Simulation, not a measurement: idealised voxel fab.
The process module that follows is named voxel transistor to metal.
It is cross-section cut that appears here, measuring 275 nm in width, its square cells being 5 nm in size.
Each cross-section below is a grid of square cells, stated as bands in top-down order, with one or more rows of cells making up each band.
Heights first: top, then bottom, in nm. Then materials, left to right, each with a width in nm. "throughout" on a single material: fills the band edge to edge. "air": empty space.
Below 0: as-received wafer, all one material; heights counted from there. Lowest band: no bottom, goes on down, written "0 nm and below".
It should be noted that a width expressed as "30->40" varies in equal increments from row to row of cells within the band, taking the value of the first number at the top row and that of the second number at the bottom row.
"identical to before" for a step: no cell of the cross-section changed in that step.
Heads up: "Closed void register" only lists the empty pockets with no open path to the top that are 8 cells or more, and it writes them as width x height at distance, distance from the left edge, in nm.
Text after the settings on a step's line: the simulator's own remark on that step.
A step line may carry the setting "overlay nm", which, for steps involving a mask, states the distance by which the mask lay to the right of its intended position; negative values denote displacement to the left.

### Process steps - plan
1,op RECEIVE | material Si
2,op CONFORMAL_DEP | material SiO2 | thk nm 5
3,op CONFORMAL_DEP | material SiN | thk nm 15
4,op DIRECTIONAL_DEP | material aC | thk nm 10
5,op PATTERN | tone cover | mask id ACTIVE | material resist | width nm 95 | pitch nm 120 | thk nm 25 | overlay nm 0
6,op DIRECTIONAL_ETCH | etch materials aC | depth nm 10
7,op STRIP | etch materials resist
8,op DIRECTIONAL_ETCH | etch materials SiN | depth nm 15
9,op DIRECTIONAL_ETCH | etch materials SiO2 | depth nm 5
10,op DIRECTIONAL_ETCH | etch materials Si | depth nm 25
11,op STRIP | etch materials aC
12,op OXIDIZE | depth nm 5
13,op FILL_DEP | material SiO2 | thk nm 15
14,op CMP | height nm 20
15,op SELECTIVE_ETCH | etch materials SiO2 | depth nm 10
16,op STRIP | etch materials SiN
17,op SELECTIVE_ETCH | etch materials SiO2 | depth nm 5
18,op OXIDIZE | depth nm 5
19,op DIRECTIONAL_DEP | material polySi | thk nm 30
20,op DIRECTIONAL_DEP | material SiCN | thk nm 15
21,op DIRECTIONAL_DEP | material aC | thk nm 15
22,op PATTERN | tone cover | mask id GATE | material resist | width nm 25 | pitch nm 120 | thk nm 30 | overlay nm 0
23,op DIRECTIONAL_ETCH | etch materials aC | depth nm 15
24,op STRIP | etch materials resist
25,op DIRECTIONAL_ETCH | etch materials SiCN | depth nm 25
26,op DIRECTIONAL_ETCH | etch materials polySi | depth nm 40
27,op STRIP | etch materials aC
28,op CONFORMAL_DEP | material SiO2 | thk nm 5
29,op DIRECTIONAL_ETCH | etch materials SiO2 | depth nm 5
30,op CONFORMAL_DEP | material SiN | thk nm 5
31,op DIRECTIONAL_ETCH | etch materials SiN | depth nm 5
32,op DIRECTIONAL_ETCH | etch materials SiO2 | depth nm 5
33,op EPI | material pSi | thk nm 5
34,op FILL_DEP | material SiO2 | thk nm 5
35,op CMP | height nm 30
36,op STRIP | etch materials polySi
37,op SELECTIVE_ETCH | etch materials SiO2 | depth nm 5
38,op CONFORMAL_DEP | material HfO2 | thk nm 5
39,op CONFORMAL_DEP | material TiN | thk nm 5
40,op FILL_DEP | material W | thk nm 10
41,op CMP | height nm 25
42,op DIRECTIONAL_DEP | material SiO2 | thk nm 15
43,op DIRECTIONAL_DEP | material aC | thk nm 15
44,op PATTERN | tone open | mask id CONTACT | material resist | width nm 15 | thk nm 30 | overlay nm 0
45,op DIRECTIONAL_ETCH | etch materials aC | depth nm 15
46,op STRIP | etch materials resist
47,op DIRECTIONAL_ETCH | etch materials SiO2 | depth nm 40
48,op STRIP | etch materials aC
49,op CONFORMAL_DEP | material TiN | thk nm 5
50,op FILL_DEP | material W | thk nm 5
51,op CMP | height nm 40
52,op CONFORMAL_DEP | material SiN | thk nm 5
53,op DIRECTIONAL_DEP | material SiO2 | thk nm 20
54,op PATTERN | tone open | mask id METAL_1 | material resist | width nm 15 | thk nm 15 | overlay nm 0
55,op DIRECTIONAL_ETCH | etch materials SiO2 | depth nm 20
56,op DIRECTIONAL_ETCH | etch materials SiN | depth nm 5
57,op STRIP | etch materials resist
58,op CONFORMAL_DEP | material TiN | thk nm 5
59,op FILL_DEP | material Cu | thk nm 5
60,op CMP | height nm 65
61,op CONFORMAL_DEP | material SiCN | thk nm 5
62,op DIRECTIONAL_DEP | material lowk | thk nm 30
63,op MASKED_ETCH | tone open | mask id METAL_2 | width nm 15 | pitch nm 120 | etch materials lowk | depth nm 20 | overlay nm 0
64,op PATTERN | tone open | mask id METAL_2_HOLES | material resist | width nm 15 | pitch nm 120 | thk nm 20 | overlay nm 0
65,op DIRECTIONAL_ETCH | etch materials lowk | depth nm 10
66,op DIRECTIONAL_ETCH | etch materials SiCN | depth nm 5
67,op STRIP | etch materials resist
68,op CONFORMAL_DEP | material TiN | thk nm 5
69,op FILL_DEP | material Cu | thk nm 10
70,op CMP | height nm 100
71,op CONFORMAL_DEP | material SiN | thk nm 5

### Cross-sectional view of the wafer in its as-received condition, corresponding to the state after step 1
0 nm and below | Si throughout
Closed void register: none

### Looking at the first of two wafers in cross-section at end of module - ran to plan
105 nm to 100 nm | SiN throughout
100 nm to 70 nm | lowk 35 nm, then TiN 5 nm, then Cu 5 nm, then TiN 5 nm, then lowk 105 nm, then TiN 5 nm, then Cu 5 nm, then TiN 5 nm, then lowk 105 nm
70 nm to 65 nm | SiCN 35 nm, then TiN 15 nm, then SiCN 105 nm, then TiN 15 nm, then SiCN 105 nm
65 nm to 45 nm | SiO2 35 nm, then TiN 5 nm, then Cu 5 nm, then TiN 5 nm, then SiO2 55 nm, then TiN 5 nm, then Cu 5 nm, then TiN 5 nm, then SiO2 35 nm, then TiN 5 nm, then Cu 5 nm, then TiN 5 nm, then SiO2 55 nm, then TiN 5 nm, then Cu 5 nm, then TiN 5 nm, then SiO2 35 nm
45 nm to 40 nm | SiN 35 nm, then TiN 15 nm, then SiN 55 nm, then TiN 15 nm, then SiN 35 nm, then TiN 15 nm, then SiN 55 nm, then TiN 15 nm, then SiN 35 nm
40 nm to 25 nm | SiO2 35 nm, then TiN 5 nm, then W 5 nm, then TiN 5 nm, then SiO2 55 nm, then TiN 5 nm, then W 5 nm, then TiN 5 nm, then SiO2 35 nm, then TiN 5 nm, then W 5 nm, then TiN 5 nm, then SiO2 55 nm, then TiN 5 nm, then W 5 nm, then TiN 5 nm, then SiO2 35 nm
25 nm to 5 nm | SiO2 35 nm, then TiN 5 nm, then W 5 nm, then TiN 5 nm, then SiO2 5 nm, then SiN 5 nm, then HfO2 5 nm, then TiN 5 nm, then W 15 nm, then TiN 5 nm, then HfO2 5 nm, then SiN 5 nm, then SiO2 5 nm, then TiN 5 nm, then W 5 nm, then TiN 5 nm, then SiO2 35 nm, then TiN 5 nm, then W 5 nm, then TiN 5 nm, then SiO2 5 nm, then SiN 5 nm, then HfO2 5 nm, then TiN 5 nm, then W 15 nm, then TiN 5 nm, then HfO2 5 nm, then SiN 5 nm, then SiO2 5 nm, then TiN 5 nm, then W 5 nm, then TiN 5 nm, then SiO2 35 nm
5 nm to 0 nm | SiO2 30 nm, then SiN 5 nm, then TiN 15 nm, then SiO2 5 nm, then SiN 5 nm, then HfO2 5 nm, then TiN 25 nm, then HfO2 5 nm, then SiN 5 nm, then SiO2 5 nm, then TiN 15 nm, then SiN 5 nm, then SiO2 25 nm, then SiN 5 nm, then TiN 15 nm, then SiO2 5 nm, then SiN 5 nm, then HfO2 5 nm, then TiN 25 nm, then HfO2 5 nm, then SiN 5 nm, then SiO2 5 nm, then TiN 15 nm, then SiN 5 nm, then SiO2 30 nm
0 nm to -5 nm | SiO2 35 nm, then pSi 20 nm, then SiO2 5 nm, then HfO2 35 nm, then SiO2 5 nm, then pSi 20 nm, then SiO2 35 nm, then pSi 20 nm, then SiO2 5 nm, then HfO2 35 nm, then SiO2 5 nm, then pSi 20 nm, then SiO2 35 nm
-5 nm to -30 nm | SiO2 35 nm, then Si 85 nm, then SiO2 35 nm, then Si 85 nm, then SiO2 35 nm
-30 nm and below | Si throughout
Closed void register: none

### What the second wafer looks like in cross-section once the module is done. Its start and its plan matched the first wafer's exactly; what differed was one mistake in how it was run
105 nm to 100 nm | SiN throughout
100 nm to 70 nm | lowk 35 nm, then TiN 5 nm, then Cu 5 nm, then TiN 5 nm, then lowk 105 nm, then TiN 5 nm, then Cu 5 nm, then TiN 5 nm, then lowk 105 nm
70 nm to 65 nm | SiCN 35 nm, then TiN 15 nm, then SiCN 105 nm, then TiN 15 nm, then SiCN 105 nm
65 nm to 45 nm | SiO2 35 nm, then TiN 5 nm, then Cu 5 nm, then TiN 5 nm, then SiO2 55 nm, then TiN 5 nm, then Cu 5 nm, then TiN 5 nm, then SiO2 35 nm, then TiN 5 nm, then Cu 5 nm, then TiN 5 nm, then SiO2 55 nm, then TiN 5 nm, then Cu 5 nm, then TiN 5 nm, then SiO2 35 nm
45 nm to 40 nm | SiN 35 nm, then TiN 15 nm, then SiN 55 nm, then TiN 15 nm, then SiN 35 nm, then TiN 15 nm, then SiN 55 nm, then TiN 15 nm, then SiN 35 nm
40 nm to 25 nm | SiO2 35 nm, then TiN 5 nm, then W 5 nm, then TiN 5 nm, then SiO2 55 nm, then TiN 5 nm, then W 5 nm, then TiN 5 nm, then SiO2 35 nm, then TiN 5 nm, then W 5 nm, then TiN 5 nm, then SiO2 55 nm, then TiN 5 nm, then W 5 nm, then TiN 5 nm, then SiO2 35 nm
25 nm to 20 nm | SiO2 35 nm, then TiN 5 nm, then W 5 nm, then TiN 5 nm, then SiO2 5 nm, then SiN 5 nm, then HfO2 5 nm, then TiN 5 nm, then W 15 nm, then TiN 5 nm, then HfO2 5 nm, then SiN 5 nm, then SiO2 5 nm, then TiN 5 nm, then W 5 nm, then TiN 5 nm, then SiO2 35 nm, then TiN 5 nm, then W 5 nm, then TiN 5 nm, then SiO2 5 nm, then SiN 5 nm, then HfO2 5 nm, then TiN 5 nm, then W 15 nm, then TiN 5 nm, then HfO2 5 nm, then SiN 5 nm, then SiO2 5 nm, then TiN 5 nm, then W 5 nm, then TiN 5 nm, then SiO2 35 nm
20 nm to 15 nm | SiO2 35 nm, then TiN 15 nm, then SiO2 5 nm, then SiN 5 nm, then HfO2 5 nm, then TiN 5 nm, then W 15 nm, then TiN 5 nm, then HfO2 5 nm, then SiN 5 nm, then SiO2 5 nm, then TiN 15 nm, then SiO2 35 nm, then TiN 15 nm, then SiO2 5 nm, then SiN 5 nm, then HfO2 5 nm, then TiN 5 nm, then W 15 nm, then TiN 5 nm, then HfO2 5 nm, then SiN 5 nm, then SiO2 5 nm, then TiN 15 nm, then SiO2 35 nm
15 nm to 5 nm | SiO2 55 nm, then SiN 5 nm, then HfO2 5 nm, then TiN 5 nm, then W 15 nm, then TiN 5 nm, then HfO2 5 nm, then SiN 5 nm, then SiO2 75 nm, then SiN 5 nm, then HfO2 5 nm, then TiN 5 nm, then W 15 nm, then TiN 5 nm, then HfO2 5 nm, then SiN 5 nm, then SiO2 55 nm
5 nm to 0 nm | SiO2 30 nm, then SiN 5 nm, then SiO2 20 nm, then SiN 5 nm, then HfO2 5 nm, then TiN 25 nm, then HfO2 5 nm, then SiN 5 nm, then SiO2 20 nm, then SiN 5 nm, then SiO2 25 nm, then SiN 5 nm, then SiO2 20 nm, then SiN 5 nm, then HfO2 5 nm, then TiN 25 nm, then HfO2 5 nm, then SiN 5 nm, then SiO2 20 nm, then SiN 5 nm, then SiO2 30 nm
0 nm to -5 nm | SiO2 35 nm, then pSi 20 nm, then SiO2 5 nm, then HfO2 35 nm, then SiO2 5 nm, then pSi 20 nm, then SiO2 35 nm, then pSi 20 nm, then SiO2 5 nm, then HfO2 35 nm, then SiO2 5 nm, then pSi 20 nm, then SiO2 35 nm
-5 nm to -30 nm | SiO2 35 nm, then Si 85 nm, then SiO2 35 nm, then Si 85 nm, then SiO2 35 nm
-30 nm and below | Si throughout
Closed void register: none
Deviation from plan: step 42 was run twice
Heads up, by the end the second wafer has more or fewer cells of some materials compared to the first: SiO2 +36, TiN -24, W -12
